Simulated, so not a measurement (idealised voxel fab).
You're looking at the process module voxel wiring stack.
The cross-section shown here is cut; it is 185 nm wide and divided into square cells measuring 5 nm on a side.
We lay out every cross-section as a grid of square cells and spell it out in bands from the top down, where one band means one or more rows of cells.
Band: top and bottom heights (nm) first, top before bottom; then materials from left to right, widths in nm. "everywhere" marks a sole material filling the band edge to edge. "air" denotes empty space.
Height datum 0, below which the as-received substrate wafer is one material. Lowest band open at the bottom, running downward: "top 0, no bottom".
Width spec "30..40" -> top row of cells at first value, bottom row at second value, equal per-row change in between.
Where the words "no change" appear for a step, the cross-section shows no cell changed by that step; every cell remained as before.
"Fully sealed cavities" specifies each empty space that is not open to the top and that occupies no fewer than 8 cells, using the form width x height at distance, the distance measured from the left edge and all three quantities in nm.
What comes after the settings on a step's line is commentary from the simulator itself on that step.
overlay nm: mask offset rightward from planned place, masked step; negative means leftward offset.
# The process steps that were planned are listed below
1,RECEIVE: material Si
2,CONFORMAL_DEP: material SiO2, thk nm 15
3,DIRECTIONAL_DEP: material TiN, thk nm 5
4,DIRECTIONAL_DEP: material Ru, thk nm 25
5,PATTERN: tone cover, mask id METAL_1, material resist, width nm 30, pitch nm 45, thk nm 15, overlay nm 0
6,DIRECTIONAL_ETCH: etch materials Ru, depth nm 25
7,DIRECTIONAL_ETCH: etch materials TiN, depth nm 5
8,STRIP: etch materials resist
9,CONFORMAL_DEP: material SiCN, thk nm 5
10,FILL_DEP: material SiO2, thk nm 5
11,CMP: height nm 45
12,CONFORMAL_DEP: material SiCN, thk nm 5
13,DIRECTIONAL_DEP: material lowk, thk nm 10
14,DIRECTIONAL_DEP: material aC, thk nm 15
15,PATTERN: tone open, mask id PLUG_1, material resist, width nm 15, pitch nm 90, thk nm 30, overlay nm 0
16,DIRECTIONAL_ETCH: etch materials aC, depth nm 15
17,STRIP: etch materials resist
18,DIRECTIONAL_ETCH: etch materials lowk, depth nm 10
19,DIRECTIONAL_ETCH: etch materials SiCN, depth nm 5
20,STRIP: etch materials aC
21,EPI: material Ru, thk nm 10
22,EPI: material Ru, thk nm 5
23,CONFORMAL_DEP: material SiN, thk nm 5
24,DIRECTIONAL_DEP: material lowk, thk nm 25
25,MASKED_ETCH: tone open, mask id METAL_2, width nm 30, pitch nm 45, etch materials lowk, depth nm 25, overlay nm 0
26,MASKED_ETCH: tone open, mask id METAL_2, width nm 30, pitch nm 45, etch materials SiN, depth nm 5, overlay nm 0
27,CONFORMAL_DEP: material TiN, thk nm 5
28,FILL_DEP: material Cu, thk nm 5
29,CMP: height nm 90
30,EPI: material Ru, thk nm 5
31,FILL_DEP: material SiCN, thk nm 5
32,DIRECTIONAL_DEP: material lowk, thk nm 25
33,DIRECTIONAL_DEP: material aC, thk nm 15
34,PATTERN: tone open, mask id METAL_3_HOLES, material resist, width nm 15, pitch nm 45, thk nm 35, overlay nm 0
35,DIRECTIONAL_ETCH: etch materials aC, depth nm 15
36,STRIP: etch materials resist
37,DIRECTIONAL_ETCH: etch materials lowk, depth nm 25
38,STRIP: etch materials aC
39,DIRECTIONAL_DEP: material aC, thk nm 10
40,PATTERN: tone open, mask id METAL_3, material resist, width nm 30, pitch nm 45, thk nm 30, overlay nm 0
41,DIRECTIONAL_ETCH: etch materials aC, depth nm 10
42,STRIP: etch materials resist
43,DIRECTIONAL_ETCH: etch materials lowk, depth nm 15
44,DIRECTIONAL_ETCH: etch materials SiCN, depth nm 5
45,STRIP: etch materials aC
46,CONFORMAL_DEP: material TiN, thk nm 5
47,FILL_DEP: material Cu, thk nm 10
48,CMP: height nm 125
49,CONFORMAL_DEP: material SiN, thk nm 5
# First wafer of two (run as planned)
# Cross-section of the wafer at receipt, which is the condition after step 1
* top 0, no bottom: Si everywhere
* Fully sealed cavities: none
# The wafer in cross-section once step 2 is complete
* top 15, bottom 0: SiO2 everywhere
* Unchanged below 0.
# The wafer in cross-section once step 3 is complete
* top 20, bottom 15: TiN everywhere
* Unchanged below 15.
# The wafer in cross-section once step 4 is complete
* top 45, bottom 20: Ru everywhere
* Unchanged below 20.
# The wafer in cross-section once step 5 is complete
* top 60, bottom 45: 30 air | 30 resist | 15 air | 30 resist | 15 air | 30 resist | 35 air
* Unchanged below 45.
# The wafer in cross-section once step 6 is complete
* top 60, bottom 45: 30 air | 30 resist | 15 air | 30 resist | 15 air | 30 resist | 35 air
* top 45, bottom 20: 30 air | 30 Ru | 15 air | 30 Ru | 15 air | 30 Ru | 35 air
* Unchanged below 20.
# The wafer in cross-section once step 7 is complete
* top 60, bottom 45: 30 air | 30 resist | 15 air | 30 resist | 15 air | 30 resist | 35 air
* top 45, bottom 20: 30 air | 30 Ru | 15 air | 30 Ru | 15 air | 30 Ru | 35 air
* top 20, bottom 15: 30 air | 30 TiN | 15 air | 30 TiN | 15 air | 30 TiN | 35 air
* Unchanged below 15.
# The wafer in cross-section once step 8 is complete
* top 45, bottom 20: 30 air | 30 Ru | 15 air | 30 Ru | 15 air | 30 Ru | 35 air
* Unchanged below 20.
# The wafer in cross-section once step 9 is complete
* top 50, bottom 45: 25 air | 40 SiCN | 5 air | 40 SiCN | 5 air | 40 SiCN | 30 air
* top 45, bottom 20: 25 air | 5 SiCN | 30 Ru | 5 SiCN | 5 air | 5 SiCN | 30 Ru | 5 SiCN | 5 air | 5 SiCN | 30 Ru | 5 SiCN | 30 air
* top 20, bottom 15: 30 SiCN | 30 TiN | 15 SiCN | 30 TiN | 15 SiCN | 30 TiN | 35 SiCN
* Unchanged below 15.
# The wafer in cross-section once step 10 is complete
* top 55, bottom 50: SiO2 everywhere
* top 50, bottom 45: 25 SiO2 | 40 SiCN | 5 SiO2 | 40 SiCN | 5 SiO2 | 40 SiCN | 30 SiO2
* top 45, bottom 20: 25 SiO2 | 5 SiCN | 30 Ru | 5 SiCN | 5 SiO2 | 5 SiCN | 30 Ru | 5 SiCN | 5 SiO2 | 5 SiCN | 30 Ru | 5 SiCN | 30 SiO2
* Unchanged below 20.
# The wafer in cross-section once step 11 is complete
* top 45, bottom 20: 25 SiO2 | 5 SiCN | 30 Ru | 5 SiCN | 5 SiO2 | 5 SiCN | 30 Ru | 5 SiCN | 5 SiO2 | 5 SiCN | 30 Ru | 5 SiCN | 30 SiO2
* Unchanged below 20.
# The wafer in cross-section once step 12 is complete
* top 50, bottom 45: SiCN everywhere
* Unchanged below 45.
# The wafer in cross-section once step 13 is complete
* top 60, bottom 50: lowk everywhere
* Unchanged below 50.
# The wafer in cross-section once step 14 is complete
* top 75, bottom 60: aC everywhere
* Unchanged below 60.
# The wafer in cross-section once step 15 is complete
* top 105, bottom 75: 30 resist | 15 air | 75 resist | 15 air | 50 resist
* Unchanged below 75.
# The wafer in cross-section once step 16 is complete
* top 90, bottom 75: 30 resist | 15 air | 75 resist | 15 air | 50 resist
* top 75, bottom 60: 30 aC | 15 air | 75 aC | 15 air | 50 aC
* Unchanged below 60.
# The wafer in cross-section once step 17 is complete
* top 75, bottom 60: 30 aC | 15 air | 75 aC | 15 air | 50 aC
* Unchanged below 60.
# The wafer in cross-section once step 18 is complete
* top 75, bottom 60: 30 aC | 15 air | 75 aC | 15 air | 50 aC
* top 60, bottom 50: 30 lowk | 15 air | 75 lowk | 15 air | 50 lowk
* Unchanged below 50.
# The wafer in cross-section once step 19 is complete
* top 75, bottom 60: 30 aC | 15 air | 75 aC | 15 air | 50 aC
* top 60, bottom 50: 30 lowk | 15 air | 75 lowk | 15 air | 50 lowk
* top 50, bottom 45: 30 SiCN | 15 air | 75 SiCN | 15 air | 50 SiCN
* Unchanged below 45.
# The wafer in cross-section once step 20 is complete
* top 60, bottom 50: 30 lowk | 15 air | 75 lowk | 15 air | 50 lowk
* Unchanged below 50.
# The wafer in cross-section once step 21 is complete
* top 60, bottom 55: 30 lowk | 15 air | 75 lowk | 15 air | 50 lowk
* top 55, bottom 50: 30 lowk | 15 Ru | 75 lowk | 15 Ru | 50 lowk
* top 50, bottom 45: 30 SiCN | 15 Ru | 75 SiCN | 15 Ru | 50 SiCN
* Unchanged below 45.
# The wafer in cross-section once step 22 is complete
* top 60, bottom 50: 30 lowk | 15 Ru | 75 lowk | 15 Ru | 50 lowk
* Unchanged below 50.
# The wafer in cross-section once step 23 is complete
* top 65, bottom 60: SiN everywhere
* Unchanged below 60.
# The wafer in cross-section once step 24 is complete
* top 90, bottom 65: lowk everywhere
* Unchanged below 65.
# The wafer in cross-section once step 25 is complete
* top 90, bottom 65: 30 lowk | 30 air | 15 lowk | 30 air | 15 lowk | 30 air | 35 lowk
* Unchanged below 65.
# The wafer in cross-section once step 26 is complete
* top 90, bottom 65: 30 lowk | 30 air | 15 lowk | 30 air | 15 lowk | 30 air | 35 lowk
* top 65, bottom 60: 30 SiN | 30 air | 15 SiN | 30 air | 15 SiN | 30 air | 35 SiN
* Unchanged below 60.
# The wafer in cross-section once step 27 is complete
* top 95, bottom 90: 35 TiN | 20 air | 25 TiN | 20 air | 25 TiN | 20 air | 40 TiN
* top 90, bottom 65: 30 lowk | 5 TiN | 20 air | 5 TiN | 15 lowk | 5 TiN | 20 air | 5 TiN | 15 lowk | 5 TiN | 20 air | 5 TiN | 35 lowk
* top 65, bottom 60: 30 SiN | 30 TiN | 15 SiN | 30 TiN | 15 SiN | 30 TiN | 35 SiN
* Unchanged below 60.
# The wafer in cross-section once step 28 is complete
* top 100, bottom 95: Cu everywhere
* top 95, bottom 90: 35 TiN | 20 Cu | 25 TiN | 20 Cu | 25 TiN | 20 Cu | 40 TiN
* top 90, bottom 65: 30 lowk | 5 TiN | 20 Cu | 5 TiN | 15 lowk | 5 TiN | 20 Cu | 5 TiN | 15 lowk | 5 TiN | 20 Cu | 5 TiN | 35 lowk
* Unchanged below 65.
# The wafer in cross-section once step 29 is complete
* top 90, bottom 65: 30 lowk | 5 TiN | 20 Cu | 5 TiN | 15 lowk | 5 TiN | 20 Cu | 5 TiN | 15 lowk | 5 TiN | 20 Cu | 5 TiN | 35 lowk
* Unchanged below 65.
# The wafer in cross-section once step 30 is complete
* top 95, bottom 90: 25 air | 40 Ru | 5 air | 40 Ru | 5 air | 40 Ru | 30 air
* Unchanged below 90.
# The wafer in cross-section once step 31 is complete
* top 100, bottom 95: SiCN everywhere
* top 95, bottom 90: 25 SiCN | 40 Ru | 5 SiCN | 40 Ru | 5 SiCN | 40 Ru | 30 SiCN
* Unchanged below 90.
# The wafer in cross-section once step 32 is complete
* top 125, bottom 100: lowk everywhere
* Unchanged below 100.
# The wafer in cross-section once step 33 is complete
* top 140, bottom 125: aC everywhere
* Unchanged below 125.
# The wafer in cross-section once step 34 is complete
* top 175, bottom 140: 30 resist | 15 air | 30 resist | 15 air | 30 resist | 15 air | 50 resist
* Unchanged below 140.
# The wafer in cross-section once step 35 is complete
* top 160, bottom 140: 30 resist | 15 air | 30 resist | 15 air | 30 resist | 15 air | 50 resist
* top 140, bottom 125: 30 aC | 15 air | 30 aC | 15 air | 30 aC | 15 air | 50 aC
* Unchanged below 125.
# The wafer in cross-section once step 36 is complete
* top 140, bottom 125: 30 aC | 15 air | 30 aC | 15 air | 30 aC | 15 air | 50 aC
* Unchanged below 125.
# The wafer in cross-section once step 37 is complete
* top 140, bottom 125: 30 aC | 15 air | 30 aC | 15 air | 30 aC | 15 air | 50 aC
* top 125, bottom 100: 30 lowk | 15 air | 30 lowk | 15 air | 30 lowk | 15 air | 50 lowk
* Unchanged below 100.
# The wafer in cross-section once step 38 is complete
* top 125, bottom 100: 30 lowk | 15 air | 30 lowk | 15 air | 30 lowk | 15 air | 50 lowk
* Unchanged below 100.
# The wafer in cross-section once step 39 is complete
* top 135, bottom 125: 30 aC | 15 air | 30 aC | 15 air | 30 aC | 15 air | 50 aC
* top 125, bottom 110: 30 lowk | 15 air | 30 lowk | 15 air | 30 lowk | 15 air | 50 lowk
* top 110, bottom 100: 30 lowk | 15 aC | 30 lowk | 15 aC | 30 lowk | 15 aC | 50 lowk
* Unchanged below 100.
# The wafer in cross-section once step 40 is complete
* top 165, bottom 135: 30 resist | 30 air | 15 resist | 30 air | 15 resist | 30 air | 35 resist
* Unchanged below 135.
# The wafer in cross-section once step 41 is complete
* top 155, bottom 135: 30 resist | 30 air | 15 resist | 30 air | 15 resist | 30 air | 35 resist
* top 135, bottom 125: 30 aC | 30 air | 15 aC | 30 air | 15 aC | 30 air | 35 aC
* top 125, bottom 100: 30 lowk | 15 air | 30 lowk | 15 air | 30 lowk | 15 air | 50 lowk
* Unchanged below 100.
# The wafer in cross-section once step 42 is complete
* top 135, bottom 125: 30 aC | 30 air | 15 aC | 30 air | 15 aC | 30 air | 35 aC
* Unchanged below 125.
# The wafer in cross-section once step 43 is complete
* top 135, bottom 125: 30 aC | 30 air | 15 aC | 30 air | 15 aC | 30 air | 35 aC
* top 125, bottom 110: 30 lowk | 30 air | 15 lowk | 30 air | 15 lowk | 30 air | 35 lowk
* Unchanged below 110.
# The wafer in cross-section once step 44 is complete
* top 135, bottom 125: 30 aC | 30 air | 15 aC | 30 air | 15 aC | 30 air | 35 aC
* top 125, bottom 110: 30 lowk | 30 air | 15 lowk | 30 air | 15 lowk | 30 air | 35 lowk
* top 110, bottom 100: 30 lowk | 15 air | 30 lowk | 15 air | 30 lowk | 15 air | 50 lowk
* top 100, bottom 95: 30 SiCN | 15 air | 30 SiCN | 15 air | 30 SiCN | 15 air | 50 SiCN
* Unchanged below 95.
# The wafer in cross-section once step 45 is complete
* top 125, bottom 110: 30 lowk | 30 air | 15 lowk | 30 air | 15 lowk | 30 air | 35 lowk
* Unchanged below 110.
# The wafer in cross-section once step 46 is complete
* top 130, bottom 125: 35 TiN | 20 air | 25 TiN | 20 air | 25 TiN | 20 air | 40 TiN
* top 125, bottom 115: 30 lowk | 5 TiN | 20 air | 5 TiN | 15 lowk | 5 TiN | 20 air | 5 TiN | 15 lowk | 5 TiN | 20 air | 5 TiN | 35 lowk
* top 115, bottom 110: 30 lowk | 5 TiN | 5 air | 20 TiN | 15 lowk | 5 TiN | 5 air | 20 TiN | 15 lowk | 5 TiN | 5 air | 20 TiN | 35 lowk
* top 110, bottom 100: 30 lowk | 5 TiN | 5 air | 5 TiN | 30 lowk | 5 TiN | 5 air | 5 TiN | 30 lowk | 5 TiN | 5 air | 5 TiN | 50 lowk
* top 100, bottom 95: 30 SiCN | 15 TiN | 30 SiCN | 15 TiN | 30 SiCN | 15 TiN | 50 SiCN
* Unchanged below 95.
# The wafer in cross-section once step 47 is complete
* top 140, bottom 130: Cu everywhere
* top 130, bottom 125: 35 TiN | 20 Cu | 25 TiN | 20 Cu | 25 TiN | 20 Cu | 40 TiN
* top 125, bottom 115: 30 lowk | 5 TiN | 20 Cu | 5 TiN | 15 lowk | 5 TiN | 20 Cu | 5 TiN | 15 lowk | 5 TiN | 20 Cu | 5 TiN | 35 lowk
* top 115, bottom 110: 30 lowk | 5 TiN | 5 Cu | 20 TiN | 15 lowk | 5 TiN | 5 Cu | 20 TiN | 15 lowk | 5 TiN | 5 Cu | 20 TiN | 35 lowk
* top 110, bottom 100: 30 lowk | 5 TiN | 5 Cu | 5 TiN | 30 lowk | 5 TiN | 5 Cu | 5 TiN | 30 lowk | 5 TiN | 5 Cu | 5 TiN | 50 lowk
* Unchanged below 100.
# The wafer in cross-section once step 48 is complete
* top 125, bottom 115: 30 lowk | 5 TiN | 20 Cu | 5 TiN | 15 lowk | 5 TiN | 20 Cu | 5 TiN | 15 lowk | 5 TiN | 20 Cu | 5 TiN | 35 lowk
* Unchanged below 115.
# The wafer in cross-section once step 49 is complete
* top 130, bottom 125: SiN everywhere
* Unchanged below 125.
# The second wafer was prepared from the same starting point and under the same plan as the first; its processing contained one mistake, and it remains indistinguishable from the first wafer up to and including step 4
# Second wafer, section view, time point: scheduled end of step 5
* top 60, bottom 45: 30 resist | 30 air | 15 resist | 30 air | 15 resist | 30 air | 35 resist
* Unchanged below 45.
# Second wafer, section view, time point: scheduled end of step 6
* top 60, bottom 45: 30 resist | 30 air | 15 resist | 30 air | 15 resist | 30 air | 35 resist
* top 45, bottom 20: 30 Ru | 30 air | 15 Ru | 30 air | 15 Ru | 30 air | 35 Ru
* Unchanged below 20.
# Second wafer, section view, time point: scheduled end of step 7
* top 60, bottom 45: 30 resist | 30 air | 15 resist | 30 air | 15 resist | 30 air | 35 resist
* top 45, bottom 20: 30 Ru | 30 air | 15 Ru | 30 air | 15 Ru | 30 air | 35 Ru
* top 20, bottom 15: 30 TiN | 30 air | 15 TiN | 30 air | 15 TiN | 30 air | 35 TiN
* Unchanged below 15.
# Second wafer, section view, time point: scheduled end of step 8
* top 45, bottom 20: 30 Ru | 30 air | 15 Ru | 30 air | 15 Ru | 30 air | 35 Ru
* Unchanged below 20.
# Second wafer, section view, time point: scheduled end of step 9
* top 50, bottom 45: 35 SiCN | 20 air | 25 SiCN | 20 air | 25 SiCN | 20 air | 40 SiCN
* top 45, bottom 20: 30 Ru | 5 SiCN | 20 air | 5 SiCN | 15 Ru | 5 SiCN | 20 air | 5 SiCN | 15 Ru | 5 SiCN | 20 air | 5 SiCN | 35 Ru
* top 20, bottom 15: 30 TiN | 30 SiCN | 15 TiN | 30 SiCN | 15 TiN | 30 SiCN | 35 TiN
* Unchanged below 15.
# Second wafer, section view, time point: scheduled end of step 10
* top 55, bottom 50: SiO2 everywhere
* top 50, bottom 45: 35 SiCN | 20 SiO2 | 25 SiCN | 20 SiO2 | 25 SiCN | 20 SiO2 | 40 SiCN
* top 45, bottom 20: 30 Ru | 5 SiCN | 20 SiO2 | 5 SiCN | 15 Ru | 5 SiCN | 20 SiO2 | 5 SiCN | 15 Ru | 5 SiCN | 20 SiO2 | 5 SiCN | 35 Ru
* Unchanged below 20.
# Second wafer, section view, time point: scheduled end of step 11
* top 45, bottom 20: 30 Ru | 5 SiCN | 20 SiO2 | 5 SiCN | 15 Ru | 5 SiCN | 20 SiO2 | 5 SiCN | 15 Ru | 5 SiCN | 20 SiO2 | 5 SiCN | 35 Ru
* Unchanged below 20.
# Second wafer, section view, time point: scheduled end of step 12
* top 50, bottom 45: SiCN everywhere
* Unchanged below 45.
# Second wafer, section view, time point: scheduled end of step 13
* top 60, bottom 50: lowk everywhere
* Unchanged below 50.
# Second wafer, section view, time point: scheduled end of step 14
* top 75, bottom 60: aC everywhere
* Unchanged below 60.
# Second wafer, section view, time point: scheduled end of step 15
* top 105, bottom 75: 30 resist | 15 air | 75 resist | 15 air | 50 resist
* Unchanged below 75.
# Second wafer, section view, time point: scheduled end of step 16
* top 90, bottom 75: 30 resist | 15 air | 75 resist | 15 air | 50 resist
* top 75, bottom 60: 30 aC | 15 air | 75 aC | 15 air | 50 aC
* Unchanged below 60.
# Second wafer, section view, time point: scheduled end of step 17
* top 75, bottom 60: 30 aC | 15 air | 75 aC | 15 air | 50 aC
* Unchanged below 60.
# Second wafer, section view, time point: scheduled end of step 18
* top 75, bottom 60: 30 aC | 15 air | 75 aC | 15 air | 50 aC
* top 60, bottom 50: 30 lowk | 15 air | 75 lowk | 15 air | 50 lowk
* Unchanged below 50.
# Second wafer, section view, time point: scheduled end of step 19
* top 75, bottom 60: 30 aC | 15 air | 75 aC | 15 air | 50 aC
* top 60, bottom 50: 30 lowk | 15 air | 75 lowk | 15 air | 50 lowk
* top 50, bottom 45: 30 SiCN | 15 air | 75 SiCN | 15 air | 50 SiCN
* Unchanged below 45.
# Second wafer, section view, time point: scheduled end of step 20
* top 60, bottom 50: 30 lowk | 15 air | 75 lowk | 15 air | 50 lowk
* Unchanged below 50.
Second wafer, section view, time point: scheduled end of step 21: no change
Second wafer, section view, time point: scheduled end of step 22: no change
# Second wafer, section view, time point: scheduled end of step 23
* top 65, bottom 60: 35 SiN | 5 air | 85 SiN | 5 air | 55 SiN
* top 60, bottom 50: 30 lowk | 5 SiN | 5 air | 5 SiN | 75 lowk | 5 SiN | 5 air | 5 SiN | 50 lowk
* top 50, bottom 45: 30 SiCN | 15 SiN | 75 SiCN | 15 SiN | 50 SiCN
* Unchanged below 45.
# Second wafer, section view, time point: scheduled end of step 24
* top 90, bottom 75: 35 lowk | 5 air | 85 lowk | 5 air | 55 lowk
* top 75, bottom 65: lowk everywhere
* top 65, bottom 60: 35 SiN | 5 lowk | 85 SiN | 5 lowk | 55 SiN
* top 60, bottom 50: 30 lowk | 5 SiN | 5 lowk | 5 SiN | 75 lowk | 5 SiN | 5 lowk | 5 SiN | 50 lowk
* Unchanged below 50.
# Second wafer, section view, time point: scheduled end of step 25
* top 90, bottom 65: 30 lowk | 30 air | 15 lowk | 30 air | 15 lowk | 30 air | 35 lowk
* top 65, bottom 60: 35 SiN | 5 air | 85 SiN | 5 air | 55 SiN
* top 60, bottom 50: 30 lowk | 5 SiN | 5 air | 5 SiN | 75 lowk | 5 SiN | 5 air | 5 SiN | 50 lowk
* Unchanged below 50.
# Second wafer, section view, time point: scheduled end of step 26
* top 90, bottom 65: 30 lowk | 30 air | 15 lowk | 30 air | 15 lowk | 30 air | 35 lowk
* top 65, bottom 60: 30 SiN | 30 air | 15 SiN | 30 air | 15 SiN | 30 air | 35 SiN
* top 60, bottom 50: 30 lowk | 5 SiN | 5 air | 5 SiN | 75 lowk | 5 SiN | 5 air | 5 SiN | 50 lowk
* top 50, bottom 45: 30 SiCN | 5 SiN | 5 air | 5 SiN | 75 SiCN | 5 SiN | 5 air | 5 SiN | 50 SiCN
* Unchanged below 45.
# Second wafer, section view, time point: scheduled end of step 27
* top 95, bottom 90: 35 TiN | 20 air | 25 TiN | 20 air | 25 TiN | 20 air | 40 TiN
* top 90, bottom 65: 30 lowk | 5 TiN | 20 air | 5 TiN | 15 lowk | 5 TiN | 20 air | 5 TiN | 15 lowk | 5 TiN | 20 air | 5 TiN | 35 lowk
* top 65, bottom 60: 30 SiN | 30 TiN | 15 SiN | 30 TiN | 15 SiN | 30 TiN | 35 SiN
* top 60, bottom 50: 30 lowk | 5 SiN | 5 TiN | 5 SiN | 75 lowk | 5 SiN | 5 TiN | 5 SiN | 50 lowk
* top 50, bottom 45: 30 SiCN | 5 SiN | 5 TiN | 5 SiN | 75 SiCN | 5 SiN | 5 TiN | 5 SiN | 50 SiCN
* Unchanged below 45.
# Second wafer, section view, time point: scheduled end of step 28
* top 100, bottom 95: Cu everywhere
* top 95, bottom 90: 35 TiN | 20 Cu | 25 TiN | 20 Cu | 25 TiN | 20 Cu | 40 TiN
* top 90, bottom 65: 30 lowk | 5 TiN | 20 Cu | 5 TiN | 15 lowk | 5 TiN | 20 Cu | 5 TiN | 15 lowk | 5 TiN | 20 Cu | 5 TiN | 35 lowk
* Unchanged below 65.
# Second wafer, section view, time point: scheduled end of step 29
* top 90, bottom 65: 30 lowk | 5 TiN | 20 Cu | 5 TiN | 15 lowk | 5 TiN | 20 Cu | 5 TiN | 15 lowk | 5 TiN | 20 Cu | 5 TiN | 35 lowk
* Unchanged below 65.
# Second wafer, section view, time point: scheduled end of step 30
* top 95, bottom 90: 25 air | 40 Ru | 5 air | 40 Ru | 5 air | 40 Ru | 30 air
* Unchanged below 90.
# Second wafer, section view, time point: scheduled end of step 31
* top 100, bottom 95: SiCN everywhere
* top 95, bottom 90: 25 SiCN | 40 Ru | 5 SiCN | 40 Ru | 5 SiCN | 40 Ru | 30 SiCN
* Unchanged below 90.
# Second wafer, section view, time point: scheduled end of step 32
* top 125, bottom 100: lowk everywhere
* Unchanged below 100.
# Second wafer, section view, time point: scheduled end of step 33
* top 140, bottom 125: aC everywhere
* Unchanged below 125.
# Second wafer, section view, time point: scheduled end of step 34
* top 175, bottom 140: 30 resist | 15 air | 30 resist | 15 air | 30 resist | 15 air | 50 resist
* Unchanged below 140.
# Second wafer, section view, time point: scheduled end of step 35
* top 160, bottom 140: 30 resist | 15 air | 30 resist | 15 air | 30 resist | 15 air | 50 resist
* top 140, bottom 125: 30 aC | 15 air | 30 aC | 15 air | 30 aC | 15 air | 50 aC
* Unchanged below 125.
# Second wafer, section view, time point: scheduled end of step 36
* top 140, bottom 125: 30 aC | 15 air | 30 aC | 15 air | 30 aC | 15 air | 50 aC
* Unchanged below 125.
# Second wafer, section view, time point: scheduled end of step 37
* top 140, bottom 125: 30 aC | 15 air | 30 aC | 15 air | 30 aC | 15 air | 50 aC
* top 125, bottom 100: 30 lowk | 15 air | 30 lowk | 15 air | 30 lowk | 15 air | 50 lowk
* Unchanged below 100.
# Second wafer, section view, time point: scheduled end of step 38
* top 125, bottom 100: 30 lowk | 15 air | 30 lowk | 15 air | 30 lowk | 15 air | 50 lowk
* Unchanged below 100.
# Second wafer, section view, time point: scheduled end of step 39
* top 135, bottom 125: 30 aC | 15 air | 30 aC | 15 air | 30 aC | 15 air | 50 aC
* top 125, bottom 110: 30 lowk | 15 air | 30 lowk | 15 air | 30 lowk | 15 air | 50 lowk
* top 110, bottom 100: 30 lowk | 15 aC | 30 lowk | 15 aC | 30 lowk | 15 aC | 50 lowk
* Unchanged below 100.
# Second wafer, section view, time point: scheduled end of step 40
* top 165, bottom 135: 30 resist | 30 air | 15 resist | 30 air | 15 resist | 30 air | 35 resist
* Unchanged below 135.
# Second wafer, section view, time point: scheduled end of step 41
* top 155, bottom 135: 30 resist | 30 air | 15 resist | 30 air | 15 resist | 30 air | 35 resist
* top 135, bottom 125: 30 aC | 30 air | 15 aC | 30 air | 15 aC | 30 air | 35 aC
* top 125, bottom 100: 30 lowk | 15 air | 30 lowk | 15 air | 30 lowk | 15 air | 50 lowk
* Unchanged below 100.
# Second wafer, section view, time point: scheduled end of step 42
* top 135, bottom 125: 30 aC | 30 air | 15 aC | 30 air | 15 aC | 30 air | 35 aC
* Unchanged below 125.
# Second wafer, section view, time point: scheduled end of step 43
* top 135, bottom 125: 30 aC | 30 air | 15 aC | 30 air | 15 aC | 30 air | 35 aC
* top 125, bottom 110: 30 lowk | 30 air | 15 lowk | 30 air | 15 lowk | 30 air | 35 lowk
* Unchanged below 110.
# Second wafer, section view, time point: scheduled end of step 44
* top 135, bottom 125: 30 aC | 30 air | 15 aC | 30 air | 15 aC | 30 air | 35 aC
* top 125, bottom 110: 30 lowk | 30 air | 15 lowk | 30 air | 15 lowk | 30 air | 35 lowk
* top 110, bottom 100: 30 lowk | 15 air | 30 lowk | 15 air | 30 lowk | 15 air | 50 lowk
* top 100, bottom 95: 30 SiCN | 15 air | 30 SiCN | 15 air | 30 SiCN | 15 air | 50 SiCN
* Unchanged below 95.
# Second wafer, section view, time point: scheduled end of step 45
* top 125, bottom 110: 30 lowk | 30 air | 15 lowk | 30 air | 15 lowk | 30 air | 35 lowk
* Unchanged below 110.
# Second wafer, section view, time point: scheduled end of step 46
* top 130, bottom 125: 35 TiN | 20 air | 25 TiN | 20 air | 25 TiN | 20 air | 40 TiN
* top 125, bottom 115: 30 lowk | 5 TiN | 20 air | 5 TiN | 15 lowk | 5 TiN | 20 air | 5 TiN | 15 lowk | 5 TiN | 20 air | 5 TiN | 35 lowk
* top 115, bottom 110: 30 lowk | 5 TiN | 5 air | 20 TiN | 15 lowk | 5 TiN | 5 air | 20 TiN | 15 lowk | 5 TiN | 5 air | 20 TiN | 35 lowk
* top 110, bottom 100: 30 lowk | 5 TiN | 5 air | 5 TiN | 30 lowk | 5 TiN | 5 air | 5 TiN | 30 lowk | 5 TiN | 5 air | 5 TiN | 50 lowk
* top 100, bottom 95: 30 SiCN | 15 TiN | 30 SiCN | 15 TiN | 30 SiCN | 15 TiN | 50 SiCN
* Unchanged below 95.
# Second wafer, section view, time point: scheduled end of step 47
* top 140, bottom 130: Cu everywhere
* top 130, bottom 125: 35 TiN | 20 Cu | 25 TiN | 20 Cu | 25 TiN | 20 Cu | 40 TiN
* top 125, bottom 115: 30 lowk | 5 TiN | 20 Cu | 5 TiN | 15 lowk | 5 TiN | 20 Cu | 5 TiN | 15 lowk | 5 TiN | 20 Cu | 5 TiN | 35 lowk
* top 115, bottom 110: 30 lowk | 5 TiN | 5 Cu | 20 TiN | 15 lowk | 5 TiN | 5 Cu | 20 TiN | 15 lowk | 5 TiN | 5 Cu | 20 TiN | 35 lowk
* top 110, bottom 100: 30 lowk | 5 TiN | 5 Cu | 5 TiN | 30 lowk | 5 TiN | 5 Cu | 5 TiN | 30 lowk | 5 TiN | 5 Cu | 5 TiN | 50 lowk
* Unchanged below 100.
# Second wafer, section view, time point: scheduled end of step 48
* top 125, bottom 115: 30 lowk | 5 TiN | 20 Cu | 5 TiN | 15 lowk | 5 TiN | 20 Cu | 5 TiN | 15 lowk | 5 TiN | 20 Cu | 5 TiN | 35 lowk
* Unchanged below 115.
# Second wafer, section view, time point: scheduled end of step 49
* top 130, bottom 125: SiN everywhere
* Unchanged below 125.
Finding, execution versus plan: contrary to plan, step 5 was performed as PATTERN: tone open, mask id METAL_1, material resist, width nm 30, pitch nm 45, thk nm 15, overlay nm 0
The final cell counts differ between the wafers, with the second having more or fewer of some materials than the first: -13 Ru, -1 SiCN, +12 SiN, -5 SiO2, +7 TiN
